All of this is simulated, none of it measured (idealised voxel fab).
Process module under the name voxel trench capacitor
The cross-section shown here is cut; it is 185 nm wide and divided into square cells measuring 5 nm on a side.
Cross-section spec: square-cell grid; bands listed top down; each band is one or more rows.
In this notation a band is specified by the heights of its top and bottom, in that order and in nm, after which its materials appear from left to right, each paired with its width in nm. The word "all across" attached to a single material means that material fills the band from edge to edge; the word "empty" stands for empty space.
Height 0 is the level under which the wafer as received is all one material. The lowest band goes on downwards, as in "0 -> down".
Width spec "30..40" -> top row of cells at first value, bottom row at second value, equal per-row change in between.
What does "nothing was modified" mean for a step? It means no cell of the cross-section changed in that step.
Listed in "Closed cavity list": every empty space of 8 or more cells without an open way to the top. Form: width x height at distance, the distance being from the left edge, all in nm.
It should be noted that, on the line of a given step, the content following the step's settings is a remark produced by the simulator itself with respect to that step.
"overlay nm" denotes, for a step that has a mask, the displacement of the mask to the right of its planned place, with negative values corresponding to the left.

## List of planned process steps
| 1 | RECEIVE,material Si |
| 2 | CONFORMAL_DEP,material SiN,thk nm 10 |
| 3 | DIRECTIONAL_DEP,material aC,thk nm 15 |
| 4 | PATTERN,tone open,mask id TRENCH,material resist,width nm 30,pitch nm 50,thk nm 35,overlay nm -15 |
| 5 | DIRECTIONAL_ETCH,etch materials aC,depth nm 15 |
| 6 | STRIP,etch materials resist |
| 7 | DIRECTIONAL_ETCH,etch materials SiN,depth nm 10 |
| 8 | DIRECTIONAL_ETCH,etch materials Si,depth nm 25 |
| 9 | STRIP,etch materials aC |
| 10 | CONFORMAL_DEP,material Al2O3,thk nm 5 |
| 11 | CONFORMAL_DEP,material TiN,thk nm 5 |
| 12 | FILL_DEP,material W,thk nm 5 |
| 13 | CMP,height nm 10 |
Be aware that, although all wafers share a common starting state, the overlay nm at step 4 differs among them, and the plan displays the first wafer's value.

## Cross-section of the first of several received wafers, showing its state after step 1
> 0 -> down | Si all across
> Closed cavity list: none

## Take a look at the first of several wafers in cross-section: the module is done, and step 13 was its last step
> 10 -> 0 | SiN: 35 / Al2O3: 5 / TiN: 5 / W: 10 / TiN: 5 / Al2O3: 5 / SiN: 20 / Al2O3: 5 / TiN: 5 / W: 10 / TiN: 5 / Al2O3: 5 / SiN: 70
> 0 -> -15 | Si: 35 / Al2O3: 5 / TiN: 5 / W: 10 / TiN: 5 / Al2O3: 5 / Si: 20 / Al2O3: 5 / TiN: 5 / W: 10 / TiN: 5 / Al2O3: 5 / Si: 70
> -15 -> -20 | Si: 35 / Al2O3: 5 / TiN: 20 / Al2O3: 5 / Si: 20 / Al2O3: 5 / TiN: 20 / Al2O3: 5 / Si: 70
> -20 -> -25 | Si: 35 / Al2O3: 30 / Si: 20 / Al2O3: 30 / Si: 70
> -25 -> down | Si all across
> Closed cavity list: none

## So this is the cross-section on the last wafer at the end of the module
> 10 -> 0 | SiN: 65 / Al2O3: 5 / TiN: 5 / W: 10 / TiN: 5 / Al2O3: 5 / SiN: 20 / Al2O3: 5 / TiN: 5 / W: 10 / TiN: 5 / Al2O3: 5 / SiN: 40
> 0 -> -15 | Si: 65 / Al2O3: 5 / TiN: 5 / W: 10 / TiN: 5 / Al2O3: 5 / Si: 20 / Al2O3: 5 / TiN: 5 / W: 10 / TiN: 5 / Al2O3: 5 / Si: 40
> -15 -> -20 | Si: 65 / Al2O3: 5 / TiN: 20 / Al2O3: 5 / Si: 20 / Al2O3: 5 / TiN: 20 / Al2O3: 5 / Si: 40
> -20 -> -25 | Si: 65 / Al2O3: 30 / Si: 20 / Al2O3: 30 / Si: 40
> -25 -> down | Si all across
> Closed cavity list: none

## Below: a row per wafer. Contents at end of module: for every material, cells gained since receipt (+) or lost since receipt (-); then closed voids
overlay nm -15, +36 Al2O3, -60 Si, +50 SiN, +28 TiN, +20 W, Closed cavity list: none
overlay nm -10, +36 Al2O3, -60 Si, +50 SiN, +28 TiN, +20 W, Closed cavity list: none
overlay nm -5, +36 Al2O3, -60 Si, +50 SiN, +28 TiN, +20 W, Closed cavity list: none
overlay nm 0, +36 Al2O3, -60 Si, +50 SiN, +28 TiN, +20 W, Closed cavity list: none
overlay nm 5, +36 Al2O3, -60 Si, +50 SiN, +28 TiN, +20 W, Closed cavity list: none
overlay nm 10, +36 Al2O3, -60 Si, +50 SiN, +28 TiN, +20 W, Closed cavity list: none
overlay nm 15, +36 Al2O3, -60 Si, +50 SiN, +28 TiN, +20 W, Closed cavity list: none
